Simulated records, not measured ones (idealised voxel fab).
voxel transistor to metal: a process module
Section cut is 265 nm wide and gridded with 5 nm square cells.
How to read a cross-section here: the picture is a grid of square cells, written as bands going from the top down, and any band can span one or more rows of cells. In this notation a band is specified by the heights of its top and bottom, in that order and in nm, after which its materials appear from left to right, each paired with its width in nm. The word "full width" attached to a single material means that material fills the band from edge to edge; the word "blank" stands for empty space. Beneath 0, the wafer as received is one material, and that level is where height counting begins. The lowest band goes on downward without a bottom; it is written like "0 and below". The two numbers in a width such as "30->40" mark its ends across the band: the first belongs to the top row of cells, the second to the bottom row, and from each row to the next the width moves by the same amount. Take "nothing altered" at face value: in the step it is given for, the cross-section changed in none of its cells. Look at "Closed void roster" for the closed voids: empty spaces with no open path to the top, sized 8 cells or up. Each is width x height at distance, distance from the left edge, all nm. That trailing text on a step's line, after the settings, is the simulator's own remark on the step. "overlay nm" on a masked step: distance the mask lay right of its planned place, negative for left.
PROCESS STEPS (PLANNED)
step 1: op RECEIVE | material Si
step 2: op CONFORMAL_DEP | material SiO2 | thk nm 5
step 3: op CONFORMAL_DEP | material SiN | thk nm 15
step 4: op MASKED_ETCH | tone cover | mask id ACTIVE | width nm 100 | pitch nm 125 | etch materials SiN | depth nm 15 | overlay nm 0
step 5: op MASKED_ETCH | tone cover | mask id ACTIVE | width nm 100 | pitch nm 125 | etch materials SiO2 | depth nm 5 | overlay nm 0
step 6: op MASKED_ETCH | tone cover | mask id ACTIVE | width nm 100 | pitch nm 125 | etch materials Si | depth nm 35 | overlay nm 0
step 7: op OXIDIZE | depth nm 5
step 8: op FILL_DEP | material SiO2 | thk nm 5
step 9: op CMP | height nm 20
step 10: op SELECTIVE_ETCH | etch materials SiO2 | depth nm 15
step 11: op STRIP | etch materials SiN
step 12: op SELECTIVE_ETCH | etch materials SiO2 | depth nm 5
step 13: op OXIDIZE | depth nm 5
step 14: op DIRECTIONAL_DEP | material polySi | thk nm 20
step 15: op DIRECTIONAL_DEP | material SiCN | thk nm 15
step 16: op MASKED_ETCH | tone cover | mask id GATE | width nm 20 | pitch nm 125 | etch materials SiCN | depth nm 25 | overlay nm 0
step 17: op MASKED_ETCH | tone cover | mask id GATE | width nm 20 | pitch nm 125 | etch materials polySi | depth nm 30 | overlay nm 0
step 18: op CONFORMAL_DEP | material SiN | thk nm 10
step 19: op DIRECTIONAL_ETCH | etch materials SiN | depth nm 10
step 20: op DIRECTIONAL_ETCH | etch materials SiO2 | depth nm 5
step 21: op EPI | material pSi | thk nm 5
step 22: op FILL_DEP | material SiO2 | thk nm 5
step 23: op CMP | height nm 35
step 24: op DIRECTIONAL_DEP | material SiO2 | thk nm 15
step 25: op DIRECTIONAL_DEP | material aC | thk nm 10
step 26: op PATTERN | tone open | mask id CONTACT | material resist | width nm 30 | thk nm 25 | overlay nm 0
step 27: op DIRECTIONAL_ETCH | etch materials aC | depth nm 10
step 28: op STRIP | etch materials resist
step 29: op DIRECTIONAL_ETCH | etch materials SiO2 | depth nm 50
step 30: op STRIP | etch materials aC
step 31: op CONFORMAL_DEP | material TiN | thk nm 5
step 32: op FILL_DEP | material Ru | thk nm 10
step 33: op CMP | height nm 50
step 34: op DIRECTIONAL_DEP | material TiN | thk nm 5
step 35: op DIRECTIONAL_DEP | material Ru | thk nm 20
step 36: op PATTERN | tone cover | mask id METAL_1 | material resist | width nm 15 | thk nm 15 | overlay nm 0
step 37: op DIRECTIONAL_ETCH | etch materials Ru | depth nm 20
step 38: op DIRECTIONAL_ETCH | etch materials TiN | depth nm 5
step 39: op STRIP | etch materials resist
step 40: op FILL_DEP | material SiO2 | thk nm 5
step 41: op CMP | height nm 75
step 42: op CONFORMAL_DEP | material SiCN | thk nm 5
step 43: op DIRECTIONAL_DEP | material SiO2 | thk nm 35
step 44: op DIRECTIONAL_DEP | material aC | thk nm 15
step 45: op PATTERN | tone open | mask id METAL_2 | material resist | width nm 15 | pitch nm 125 | thk nm 30 | overlay nm 0
step 46: op DIRECTIONAL_ETCH | etch materials aC | depth nm 15
step 47: op STRIP | etch materials resist
step 48: op DIRECTIONAL_ETCH | etch materials SiO2 | depth nm 20
step 49: op STRIP | etch materials aC
step 50: op DIRECTIONAL_DEP | material aC | thk nm 10
step 51: op PATTERN | tone open | mask id METAL_2_HOLES | material resist | width nm 15 | pitch nm 125 | thk nm 25 | overlay nm 0
step 52: op DIRECTIONAL_ETCH | etch materials aC | depth nm 10
step 53: op STRIP | etch materials resist
step 54: op DIRECTIONAL_ETCH | etch materials SiO2 | depth nm 15
step 55: op DIRECTIONAL_ETCH | etch materials SiCN | depth nm 5
step 56: op STRIP | etch materials aC
step 57: op CONFORMAL_DEP | material TiN | thk nm 5
step 58: op FILL_DEP | material Cu | thk nm 10
step 59: op CMP | height nm 115
step 60: op CONFORMAL_DEP | material SiCN | thk nm 5
FIRST OF TWO WAFERS, WITH THE RUN CARRIED OUT AS PLANNED
WAFER AT RECEIPT (POST STEP 1), CROSS-SECTION
- 0 and below  Si full width
- Closed void roster: none
THE WAFER, SEEN IN CROSS-SECTION, AFTER STEP 2
- 5 down to 0  SiO2 full width
- Below 0, no change.
THE WAFER, SEEN IN CROSS-SECTION, AFTER STEP 3
- 20 down to 5  SiN full width
- Below 5, no change.
THE WAFER, SEEN IN CROSS-SECTION, AFTER STEP 4
- 20 down to 5  20 blank; 100 SiN; 25 blank; 100 SiN; 20 blank
- Below 5, no change.
THE WAFER, SEEN IN CROSS-SECTION, AFTER STEP 5
- 20 down to 5  20 blank; 100 SiN; 25 blank; 100 SiN; 20 blank
- 5 down to 0  20 blank; 100 SiO2; 25 blank; 100 SiO2; 20 blank
- Below 0, no change.
THE WAFER, SEEN IN CROSS-SECTION, AFTER STEP 6
- 20 down to 5  20 blank; 100 SiN; 25 blank; 100 SiN; 20 blank
- 5 down to 0  20 blank; 100 SiO2; 25 blank; 100 SiO2; 20 blank
- 0 down to -35  20 blank; 100 Si; 25 blank; 100 Si; 20 blank
- Below -35, no change.
THE WAFER, SEEN IN CROSS-SECTION, AFTER STEP 7
- 20 down to 5  20 blank; 100 SiN; 25 blank; 100 SiN; 20 blank
- 5 down to 0  20 blank; 100 SiO2; 25 blank; 100 SiO2; 20 blank
- 0 down to -35  20 blank; 5 SiO2; 90 Si; 5 SiO2; 25 blank; 5 SiO2; 90 Si; 5 SiO2; 20 blank
- -35 down to -40  25 SiO2; 90 Si; 35 SiO2; 90 Si; 25 SiO2
- Below -40, no change.
THE WAFER, SEEN IN CROSS-SECTION, AFTER STEP 8
- 25 down to 20  SiO2 full width
- 20 down to 5  20 SiO2; 100 SiN; 25 SiO2; 100 SiN; 20 SiO2
- 5 down to 0  SiO2 full width
- 0 down to -40  25 SiO2; 90 Si; 35 SiO2; 90 Si; 25 SiO2
- Below -40, no change.
THE WAFER, SEEN IN CROSS-SECTION, AFTER STEP 9
- 20 down to 5  20 SiO2; 100 SiN; 25 SiO2; 100 SiN; 20 SiO2
- Below 5, no change.
THE WAFER, SEEN IN CROSS-SECTION, AFTER STEP 10
- 20 down to 5  20 blank; 100 SiN; 25 blank; 100 SiN; 20 blank
- Below 5, no change.
THE WAFER, SEEN IN CROSS-SECTION, AFTER STEP 11
- 5 down to 0  SiO2 full width
- Below 0, no change.
THE WAFER, SEEN IN CROSS-SECTION, AFTER STEP 12
- 0 down to -40  25 SiO2; 90 Si; 35 SiO2; 90 Si; 25 SiO2
- Below -40, no change.
THE WAFER, SEEN IN CROSS-SECTION, AFTER STEP 13
- 0 down to -5  SiO2 full width
- Below -5, no change.
THE WAFER, SEEN IN CROSS-SECTION, AFTER STEP 14
- 20 down to 0  polySi full width
- Below 0, no change.
THE WAFER, SEEN IN CROSS-SECTION, AFTER STEP 15
- 35 down to 20  SiCN full width
- Below 20, no change.
THE WAFER, SEEN IN CROSS-SECTION, AFTER STEP 16
- 35 down to 20  60 blank; 20 SiCN; 105 blank; 20 SiCN; 60 blank
- Below 20, no change.
THE WAFER, SEEN IN CROSS-SECTION, AFTER STEP 17
- 35 down to 20  60 blank; 20 SiCN; 105 blank; 20 SiCN; 60 blank
- 20 down to 0  60 blank; 20 polySi; 105 blank; 20 polySi; 60 blank
- Below 0, no change.
THE WAFER, SEEN IN CROSS-SECTION, AFTER STEP 18
- 45 down to 35  50 blank; 40 SiN; 85 blank; 40 SiN; 50 blank
- 35 down to 20  50 blank; 10 SiN; 20 SiCN; 10 SiN; 85 blank; 10 SiN; 20 SiCN; 10 SiN; 50 blank
- 20 down to 10  50 blank; 10 SiN; 20 polySi; 10 SiN; 85 blank; 10 SiN; 20 polySi; 10 SiN; 50 blank
- 10 down to 0  60 SiN; 20 polySi; 105 SiN; 20 polySi; 60 SiN
- Below 0, no change.
THE WAFER, SEEN IN CROSS-SECTION, AFTER STEP 19
- 35 down to 20  50 blank; 10 SiN; 20 SiCN; 10 SiN; 85 blank; 10 SiN; 20 SiCN; 10 SiN; 50 blank
- 20 down to 0  50 blank; 10 SiN; 20 polySi; 10 SiN; 85 blank; 10 SiN; 20 polySi; 10 SiN; 50 blank
- Below 0, no change.
THE WAFER, SEEN IN CROSS-SECTION, AFTER STEP 20
- 35 down to 20  50 blank; 10 SiN; 20 SiCN; 10 SiN; 85 blank; 10 SiN; 20 SiCN; 10 SiN; 50 blank
- 20 down to 0  50 blank; 10 SiN; 20 polySi; 10 SiN; 85 blank; 10 SiN; 20 polySi; 10 SiN; 50 blank
- 0 down to -5  50 blank; 40 SiO2; 85 blank; 40 SiO2; 50 blank
- Below -5, no change.
THE WAFER, SEEN IN CROSS-SECTION, AFTER STEP 21
- 35 down to 20  50 blank; 10 SiN; 20 SiCN; 10 SiN; 85 blank; 10 SiN; 20 SiCN; 10 SiN; 50 blank
- 20 down to 0  50 blank; 10 SiN; 20 polySi; 10 SiN; 85 blank; 10 SiN; 20 polySi; 10 SiN; 50 blank
- 0 down to -5  20 blank; 30 pSi; 40 SiO2; 30 pSi; 25 blank; 30 pSi; 40 SiO2; 30 pSi; 20 blank
- Below -5, no change.
THE WAFER, SEEN IN CROSS-SECTION, AFTER STEP 22
- 40 down to 35  SiO2 full width
- 35 down to 20  50 SiO2; 10 SiN; 20 SiCN; 10 SiN; 85 SiO2; 10 SiN; 20 SiCN; 10 SiN; 50 SiO2
- 20 down to 0  50 SiO2; 10 SiN; 20 polySi; 10 SiN; 85 SiO2; 10 SiN; 20 polySi; 10 SiN; 50 SiO2
- 0 down to -5  20 SiO2; 30 pSi; 40 SiO2; 30 pSi; 25 SiO2; 30 pSi; 40 SiO2; 30 pSi; 20 SiO2
- Below -5, no change.
THE WAFER, SEEN IN CROSS-SECTION, AFTER STEP 23
- 35 down to 20  50 SiO2; 10 SiN; 20 SiCN; 10 SiN; 85 SiO2; 10 SiN; 20 SiCN; 10 SiN; 50 SiO2
- Below 20, no change.
THE WAFER, SEEN IN CROSS-SECTION, AFTER STEP 24
- 50 down to 35  SiO2 full width
- Below 35, no change.
THE WAFER, SEEN IN CROSS-SECTION, AFTER STEP 25
- 60 down to 50  aC full width
- Below 50, no change.
THE WAFER, SEEN IN CROSS-SECTION, AFTER STEP 26
- 85 down to 60  25 resist; 30 blank; 30 resist; 30 blank; 35 resist; 30 blank; 30 resist; 30 blank; 25 resist
- Below 60, no change.
THE WAFER, SEEN IN CROSS-SECTION, AFTER STEP 27
- 75 down to 60  25 resist; 30 blank; 30 resist; 30 blank; 35 resist; 30 blank; 30 resist; 30 blank; 25 resist
- 60 down to 50  25 aC; 30 blank; 30 aC; 30 blank; 35 aC; 30 blank; 30 aC; 30 blank; 25 aC
- Below 50, no change.
THE WAFER, SEEN IN CROSS-SECTION, AFTER STEP 28
- 60 down to 50  25 aC; 30 blank; 30 aC; 30 blank; 35 aC; 30 blank; 30 aC; 30 blank; 25 aC
- Below 50, no change.
THE WAFER, SEEN IN CROSS-SECTION, AFTER STEP 29
- 60 down to 50  25 aC; 30 blank; 30 aC; 30 blank; 35 aC; 30 blank; 30 aC; 30 blank; 25 aC
- 50 down to 35  25 SiO2; 30 blank; 30 SiO2; 30 blank; 35 SiO2; 30 blank; 30 SiO2; 30 blank; 25 SiO2
- 35 down to 20  25 SiO2; 25 blank; 10 SiN; 20 SiCN; 10 SiN; 25 blank; 35 SiO2; 25 blank; 10 SiN; 20 SiCN; 10 SiN; 25 blank; 25 SiO2
- 20 down to 0  25 SiO2; 25 blank; 10 SiN; 20 polySi; 10 SiN; 25 blank; 35 SiO2; 25 blank; 10 SiN; 20 polySi; 10 SiN; 25 blank; 25 SiO2
- Below 0, no change.
THE WAFER, SEEN IN CROSS-SECTION, AFTER STEP 30
- 50 down to 35  25 SiO2; 30 blank; 30 SiO2; 30 blank; 35 SiO2; 30 blank; 30 SiO2; 30 blank; 25 SiO2
- Below 35, no change.
THE WAFER, SEEN IN CROSS-SECTION, AFTER STEP 31
- 55 down to 50  30 TiN; 20 blank; 40 TiN; 20 blank; 45 TiN; 20 blank; 40 TiN; 20 blank; 30 TiN
- 50 down to 40  25 SiO2; 5 TiN; 20 blank; 5 TiN; 30 SiO2; 5 TiN; 20 blank; 5 TiN; 35 SiO2; 5 TiN; 20 blank; 5 TiN; 30 SiO2; 5 TiN; 20 blank; 5 TiN; 25 SiO2
- 40 down to 35  25 SiO2; 5 TiN; 15 blank; 10 TiN; 30 SiO2; 10 TiN; 15 blank; 5 TiN; 35 SiO2; 5 TiN; 15 blank; 10 TiN; 30 SiO2; 10 TiN; 15 blank; 5 TiN; 25 SiO2
- 35 down to 20  25 SiO2; 5 TiN; 15 blank; 5 TiN; 10 SiN; 20 SiCN; 10 SiN; 5 TiN; 15 blank; 5 TiN; 35 SiO2; 5 TiN; 15 blank; 5 TiN; 10 SiN; 20 SiCN; 10 SiN; 5 TiN; 15 blank; 5 TiN; 25 SiO2
- 20 down to 5  25 SiO2; 5 TiN; 15 blank; 5 TiN; 10 SiN; 20 polySi; 10 SiN; 5 TiN; 15 blank; 5 TiN; 35 SiO2; 5 TiN; 15 blank; 5 TiN; 10 SiN; 20 polySi; 10 SiN; 5 TiN; 15 blank; 5 TiN; 25 SiO2
- 5 down to 0  25 SiO2; 25 TiN; 10 SiN; 20 polySi; 10 SiN; 25 TiN; 35 SiO2; 25 TiN; 10 SiN; 20 polySi; 10 SiN; 25 TiN; 25 SiO2
- Below 0, no change.
THE WAFER, SEEN IN CROSS-SECTION, AFTER STEP 32
- 65 down to 55  Ru full width
- 55 down to 50  30 TiN; 20 Ru; 40 TiN; 20 Ru; 45 TiN; 20 Ru; 40 TiN; 20 Ru; 30 TiN
- 50 down to 40  25 SiO2; 5 TiN; 20 Ru; 5 TiN; 30 SiO2; 5 TiN; 20 Ru; 5 TiN; 35 SiO2; 5 TiN; 20 Ru; 5 TiN; 30 SiO2; 5 TiN; 20 Ru; 5 TiN; 25 SiO2
- 40 down to 35  25 SiO2; 5 TiN; 15 Ru; 10 TiN; 30 SiO2; 10 TiN; 15 Ru; 5 TiN; 35 SiO2; 5 TiN; 15 Ru; 10 TiN; 30 SiO2; 10 TiN; 15 Ru; 5 TiN; 25 SiO2
- 35 down to 20  25 SiO2; 5 TiN; 15 Ru; 5 TiN; 10 SiN; 20 SiCN; 10 SiN; 5 TiN; 15 Ru; 5 TiN; 35 SiO2; 5 TiN; 15 Ru; 5 TiN; 10 SiN; 20 SiCN; 10 SiN; 5 TiN; 15 Ru; 5 TiN; 25 SiO2
- 20 down to 5  25 SiO2; 5 TiN; 15 Ru; 5 TiN; 10 SiN; 20 polySi; 10 SiN; 5 TiN; 15 Ru; 5 TiN; 35 SiO2; 5 TiN; 15 Ru; 5 TiN; 10 SiN; 20 polySi; 10 SiN; 5 TiN; 15 Ru; 5 TiN; 25 SiO2
- Below 5, no change.
THE WAFER, SEEN IN CROSS-SECTION, AFTER STEP 33
- 50 down to 40  25 SiO2; 5 TiN; 20 Ru; 5 TiN; 30 SiO2; 5 TiN; 20 Ru; 5 TiN; 35 SiO2; 5 TiN; 20 Ru; 5 TiN; 30 SiO2; 5 TiN; 20 Ru; 5 TiN; 25 SiO2
- Below 40, no change.
THE WAFER, SEEN IN CROSS-SECTION, AFTER STEP 34
- 55 down to 50  TiN full width
- Below 50, no change.
THE WAFER, SEEN IN CROSS-SECTION, AFTER STEP 35
- 75 down to 55  Ru full width
- Below 55, no change.
THE WAFER, SEEN IN CROSS-SECTION, AFTER STEP 36
- 90 down to 75  25 blank; 15 resist; 60 blank; 15 resist; 35 blank; 15 resist; 60 blank; 15 resist; 25 blank
- Below 75, no change.
THE WAFER, SEEN IN CROSS-SECTION, AFTER STEP 37
- 90 down to 75  25 blank; 15 resist; 60 blank; 15 resist; 35 blank; 15 resist; 60 blank; 15 resist; 25 blank
- 75 down to 55  25 blank; 15 Ru; 60 blank; 15 Ru; 35 blank; 15 Ru; 60 blank; 15 Ru; 25 blank
- Below 55, no change.
THE WAFER, SEEN IN CROSS-SECTION, AFTER STEP 38
- 90 down to 75  25 blank; 15 resist; 60 blank; 15 resist; 35 blank; 15 resist; 60 blank; 15 resist; 25 blank
- 75 down to 55  25 blank; 15 Ru; 60 blank; 15 Ru; 35 blank; 15 Ru; 60 blank; 15 Ru; 25 blank
- 55 down to 50  25 blank; 15 TiN; 60 blank; 15 TiN; 35 blank; 15 TiN; 60 blank; 15 TiN; 25 blank
- Below 50, no change.
THE WAFER, SEEN IN CROSS-SECTION, AFTER STEP 39
- 75 down to 55  25 blank; 15 Ru; 60 blank; 15 Ru; 35 blank; 15 Ru; 60 blank; 15 Ru; 25 blank
- Below 55, no change.
THE WAFER, SEEN IN CROSS-SECTION, AFTER STEP 40
- 80 down to 75  SiO2 full width
- 75 down to 55  25 SiO2; 15 Ru; 60 SiO2; 15 Ru; 35 SiO2; 15 Ru; 60 SiO2; 15 Ru; 25 SiO2
- 55 down to 50  25 SiO2; 15 TiN; 60 SiO2; 15 TiN; 35 SiO2; 15 TiN; 60 SiO2; 15 TiN; 25 SiO2
- Below 50, no change.
THE WAFER, SEEN IN CROSS-SECTION, AFTER STEP 41
- 75 down to 55  25 SiO2; 15 Ru; 60 SiO2; 15 Ru; 35 SiO2; 15 Ru; 60 SiO2; 15 Ru; 25 SiO2
- Below 55, no change.
THE WAFER, SEEN IN CROSS-SECTION, AFTER STEP 42
- 80 down to 75  SiCN full width
- Below 75, no change.
THE WAFER, SEEN IN CROSS-SECTION, AFTER STEP 43
- 115 down to 80  SiO2 full width
- Below 80, no change.
THE WAFER, SEEN IN CROSS-SECTION, AFTER STEP 44
- 130 down to 115  aC full width
- Below 115, no change.
THE WAFER, SEEN IN CROSS-SECTION, AFTER STEP 45
- 160 down to 130  25 resist; 15 blank; 110 resist; 15 blank; 100 resist
- Below 130, no change.
THE WAFER, SEEN IN CROSS-SECTION, AFTER STEP 46
- 145 down to 130  25 resist; 15 blank; 110 resist; 15 blank; 100 resist
- 130 down to 115  25 aC; 15 blank; 110 aC; 15 blank; 100 aC
- Below 115, no change.
THE WAFER, SEEN IN CROSS-SECTION, AFTER STEP 47
- 130 down to 115  25 aC; 15 blank; 110 aC; 15 blank; 100 aC
- Below 115, no change.
THE WAFER, SEEN IN CROSS-SECTION, AFTER STEP 48
- 130 down to 115  25 aC; 15 blank; 110 aC; 15 blank; 100 aC
- 115 down to 95  25 SiO2; 15 blank; 110 SiO2; 15 blank; 100 SiO2
- Below 95, no change.
THE WAFER, SEEN IN CROSS-SECTION, AFTER STEP 49
- 115 down to 95  25 SiO2; 15 blank; 110 SiO2; 15 blank; 100 SiO2
- Below 95, no change.
THE WAFER, SEEN IN CROSS-SECTION, AFTER STEP 50
- 125 down to 115  25 aC; 15 blank; 110 aC; 15 blank; 100 aC
- 115 down to 105  25 SiO2; 15 blank; 110 SiO2; 15 blank; 100 SiO2
- 105 down to 95  25 SiO2; 15 aC; 110 SiO2; 15 aC; 100 SiO2
- Below 95, no change.
THE WAFER, SEEN IN CROSS-SECTION, AFTER STEP 51
- 150 down to 125  25 resist; 15 blank; 110 resist; 15 blank; 100 resist
- Below 125, no change.
THE WAFER, SEEN IN CROSS-SECTION, AFTER STEP 52
- 140 down to 125  25 resist; 15 blank; 110 resist; 15 blank; 100 resist
- 125 down to 115  25 aC; 15 blank; 110 aC; 15 blank; 100 aC
- 115 down to 95  25 SiO2; 15 blank; 110 SiO2; 15 blank; 100 SiO2
- Below 95, no change.
THE WAFER, SEEN IN CROSS-SECTION, AFTER STEP 53
- 125 down to 115  25 aC; 15 blank; 110 aC; 15 blank; 100 aC
- Below 115, no change.
THE WAFER, SEEN IN CROSS-SECTION, AFTER STEP 54
- 125 down to 115  25 aC; 15 blank; 110 aC; 15 blank; 100 aC
- 115 down to 80  25 SiO2; 15 blank; 110 SiO2; 15 blank; 100 SiO2
- Below 80, no change.
THE WAFER, SEEN IN CROSS-SECTION, AFTER STEP 55
- 125 down to 115  25 aC; 15 blank; 110 aC; 15 blank; 100 aC
- 115 down to 80  25 SiO2; 15 blank; 110 SiO2; 15 blank; 100 SiO2
- 80 down to 75  25 SiCN; 15 blank; 110 SiCN; 15 blank; 100 SiCN
- Below 75, no change.
THE WAFER, SEEN IN CROSS-SECTION, AFTER STEP 56
- 115 down to 80  25 SiO2; 15 blank; 110 SiO2; 15 blank; 100 SiO2
- Below 80, no change.
THE WAFER, SEEN IN CROSS-SECTION, AFTER STEP 57
- 120 down to 115  30 TiN; 5 blank; 120 TiN; 5 blank; 105 TiN
- 115 down to 80  25 SiO2; 5 TiN; 5 blank; 5 TiN; 110 SiO2; 5 TiN; 5 blank; 5 TiN; 100 SiO2
- 80 down to 75  25 SiCN; 15 TiN; 110 SiCN; 15 TiN; 100 SiCN
- Below 75, no change.
THE WAFER, SEEN IN CROSS-SECTION, AFTER STEP 58
- 130 down to 120  Cu full width
- 120 down to 115  30 TiN; 5 Cu; 120 TiN; 5 Cu; 105 TiN
- 115 down to 80  25 SiO2; 5 TiN; 5 Cu; 5 TiN; 110 SiO2; 5 TiN; 5 Cu; 5 TiN; 100 SiO2
- Below 80, no change.
THE WAFER, SEEN IN CROSS-SECTION, AFTER STEP 59
- 115 down to 80  25 SiO2; 5 TiN; 5 Cu; 5 TiN; 110 SiO2; 5 TiN; 5 Cu; 5 TiN; 100 SiO2
- Below 80, no change.
THE WAFER, SEEN IN CROSS-SECTION, AFTER STEP 60
- 120 down to 115  SiCN full width
- Below 115, no change.
THE SECOND WAFER: IDENTICAL TO THE FIRST AT THE OUTSET AND IN ITS PLANNED SEQUENCE, DIFFERING ONLY IN THAT ONE MISTAKE WAS MADE DURING PROCESSING; UP TO AND INCLUDING STEP 32, ITS PATH IS THE FIRST WAFER'S PATH
Cross-section: second wafer, time at which step 33 was scheduled to end: nothing altered
CROSS-SECTION: SECOND WAFER, TIME AT WHICH STEP 34 WAS SCHEDULED TO END
- 70 down to 65  TiN full width
- Below 65, no change.
CROSS-SECTION: SECOND WAFER, TIME AT WHICH STEP 35 WAS SCHEDULED TO END
- 90 down to 70  Ru full width
- Below 70, no change.
CROSS-SECTION: SECOND WAFER, TIME AT WHICH STEP 36 WAS SCHEDULED TO END
- 105 down to 90  25 blank; 15 resist; 60 blank; 15 resist; 35 blank; 15 resist; 60 blank; 15 resist; 25 blank
- Below 90, no change.
CROSS-SECTION: SECOND WAFER, TIME AT WHICH STEP 37 WAS SCHEDULED TO END
- 105 down to 90  25 blank; 15 resist; 60 blank; 15 resist; 35 blank; 15 resist; 60 blank; 15 resist; 25 blank
- 90 down to 70  25 blank; 15 Ru; 60 blank; 15 Ru; 35 blank; 15 Ru; 60 blank; 15 Ru; 25 blank
- Below 70, no change.
CROSS-SECTION: SECOND WAFER, TIME AT WHICH STEP 38 WAS SCHEDULED TO END
- 105 down to 90  25 blank; 15 resist; 60 blank; 15 resist; 35 blank; 15 resist; 60 blank; 15 resist; 25 blank
- 90 down to 70  25 blank; 15 Ru; 60 blank; 15 Ru; 35 blank; 15 Ru; 60 blank; 15 Ru; 25 blank
- 70 down to 65  25 blank; 15 TiN; 60 blank; 15 TiN; 35 blank; 15 TiN; 60 blank; 15 TiN; 25 blank
- Below 65, no change.
CROSS-SECTION: SECOND WAFER, TIME AT WHICH STEP 39 WAS SCHEDULED TO END
- 90 down to 70  25 blank; 15 Ru; 60 blank; 15 Ru; 35 blank; 15 Ru; 60 blank; 15 Ru; 25 blank
- Below 70, no change.
CROSS-SECTION: SECOND WAFER, TIME AT WHICH STEP 40 WAS SCHEDULED TO END
- 95 down to 90  SiO2 full width
- 90 down to 70  25 SiO2; 15 Ru; 60 SiO2; 15 Ru; 35 SiO2; 15 Ru; 60 SiO2; 15 Ru; 25 SiO2
- 70 down to 65  25 SiO2; 15 TiN; 60 SiO2; 15 TiN; 35 SiO2; 15 TiN; 60 SiO2; 15 TiN; 25 SiO2
- Below 65, no change.
CROSS-SECTION: SECOND WAFER, TIME AT WHICH STEP 41 WAS SCHEDULED TO END
- 75 down to 70  25 SiO2; 15 Ru; 60 SiO2; 15 Ru; 35 SiO2; 15 Ru; 60 SiO2; 15 Ru; 25 SiO2
- Below 70, no change.
CROSS-SECTION: SECOND WAFER, TIME AT WHICH STEP 42 WAS SCHEDULED TO END
- 80 down to 75  SiCN full width
- Below 75, no change.
CROSS-SECTION: SECOND WAFER, TIME AT WHICH STEP 43 WAS SCHEDULED TO END
- 115 down to 80  SiO2 full width
- Below 80, no change.
CROSS-SECTION: SECOND WAFER, TIME AT WHICH STEP 44 WAS SCHEDULED TO END
- 130 down to 115  aC full width
- Below 115, no change.
CROSS-SECTION: SECOND WAFER, TIME AT WHICH STEP 45 WAS SCHEDULED TO END
- 160 down to 130  25 resist; 15 blank; 110 resist; 15 blank; 100 resist
- Below 130, no change.
CROSS-SECTION: SECOND WAFER, TIME AT WHICH STEP 46 WAS SCHEDULED TO END
- 145 down to 130  25 resist; 15 blank; 110 resist; 15 blank; 100 resist
- 130 down to 115  25 aC; 15 blank; 110 aC; 15 blank; 100 aC
- Below 115, no change.
CROSS-SECTION: SECOND WAFER, TIME AT WHICH STEP 47 WAS SCHEDULED TO END
- 130 down to 115  25 aC; 15 blank; 110 aC; 15 blank; 100 aC
- Below 115, no change.
CROSS-SECTION: SECOND WAFER, TIME AT WHICH STEP 48 WAS SCHEDULED TO END
- 130 down to 115  25 aC; 15 blank; 110 aC; 15 blank; 100 aC
- 115 down to 95  25 SiO2; 15 blank; 110 SiO2; 15 blank; 100 SiO2
- Below 95, no change.
CROSS-SECTION: SECOND WAFER, TIME AT WHICH STEP 49 WAS SCHEDULED TO END
- 115 down to 95  25 SiO2; 15 blank; 110 SiO2; 15 blank; 100 SiO2
- Below 95, no change.
CROSS-SECTION: SECOND WAFER, TIME AT WHICH STEP 50 WAS SCHEDULED TO END
- 125 down to 115  25 aC; 15 blank; 110 aC; 15 blank; 100 aC
- 115 down to 105  25 SiO2; 15 blank; 110 SiO2; 15 blank; 100 SiO2
- 105 down to 95  25 SiO2; 15 aC; 110 SiO2; 15 aC; 100 SiO2
- Below 95, no change.
CROSS-SECTION: SECOND WAFER, TIME AT WHICH STEP 51 WAS SCHEDULED TO END
- 150 down to 125  25 resist; 15 blank; 110 resist; 15 blank; 100 resist
- Below 125, no change.
CROSS-SECTION: SECOND WAFER, TIME AT WHICH STEP 52 WAS SCHEDULED TO END
- 140 down to 125  25 resist; 15 blank; 110 resist; 15 blank; 100 resist
- 125 down to 115  25 aC; 15 blank; 110 aC; 15 blank; 100 aC
- 115 down to 95  25 SiO2; 15 blank; 110 SiO2; 15 blank; 100 SiO2
- Below 95, no change.
CROSS-SECTION: SECOND WAFER, TIME AT WHICH STEP 53 WAS SCHEDULED TO END
- 125 down to 115  25 aC; 15 blank; 110 aC; 15 blank; 100 aC
- Below 115, no change.
CROSS-SECTION: SECOND WAFER, TIME AT WHICH STEP 54 WAS SCHEDULED TO END
- 125 down to 115  25 aC; 15 blank; 110 aC; 15 blank; 100 aC
- 115 down to 80  25 SiO2; 15 blank; 110 SiO2; 15 blank; 100 SiO2
- Below 80, no change.
CROSS-SECTION: SECOND WAFER, TIME AT WHICH STEP 55 WAS SCHEDULED TO END
- 125 down to 115  25 aC; 15 blank; 110 aC; 15 blank; 100 aC
- 115 down to 80  25 SiO2; 15 blank; 110 SiO2; 15 blank; 100 SiO2
- 80 down to 75  25 SiCN; 15 blank; 110 SiCN; 15 blank; 100 SiCN
- Below 75, no change.
CROSS-SECTION: SECOND WAFER, TIME AT WHICH STEP 56 WAS SCHEDULED TO END
- 115 down to 80  25 SiO2; 15 blank; 110 SiO2; 15 blank; 100 SiO2
- Below 80, no change.
CROSS-SECTION: SECOND WAFER, TIME AT WHICH STEP 57 WAS SCHEDULED TO END
- 120 down to 115  30 TiN; 5 blank; 120 TiN; 5 blank; 105 TiN
- 115 down to 80  25 SiO2; 5 TiN; 5 blank; 5 TiN; 110 SiO2; 5 TiN; 5 blank; 5 TiN; 100 SiO2
- 80 down to 75  25 SiCN; 15 TiN; 110 SiCN; 15 TiN; 100 SiCN
- Below 75, no change.
CROSS-SECTION: SECOND WAFER, TIME AT WHICH STEP 58 WAS SCHEDULED TO END
- 130 down to 120  Cu full width
- 120 down to 115  30 TiN; 5 Cu; 120 TiN; 5 Cu; 105 TiN
- 115 down to 80  25 SiO2; 5 TiN; 5 Cu; 5 TiN; 110 SiO2; 5 TiN; 5 Cu; 5 TiN; 100 SiO2
- Below 80, no change.
CROSS-SECTION: SECOND WAFER, TIME AT WHICH STEP 59 WAS SCHEDULED TO END
- 115 down to 80  25 SiO2; 5 TiN; 5 Cu; 5 TiN; 110 SiO2; 5 TiN; 5 Cu; 5 TiN; 100 SiO2
- Below 80, no change.
CROSS-SECTION: SECOND WAFER, TIME AT WHICH STEP 60 WAS SCHEDULED TO END
- 120 down to 115  SiCN full width
- Below 115, no change.
Misprocessing identified: not run: step 33 of the plan (skipped)
Per the end-of-run cell counts, the second wafer holds more or fewer of some materials than the first: Ru +86; SiO2 -123; TiN +37
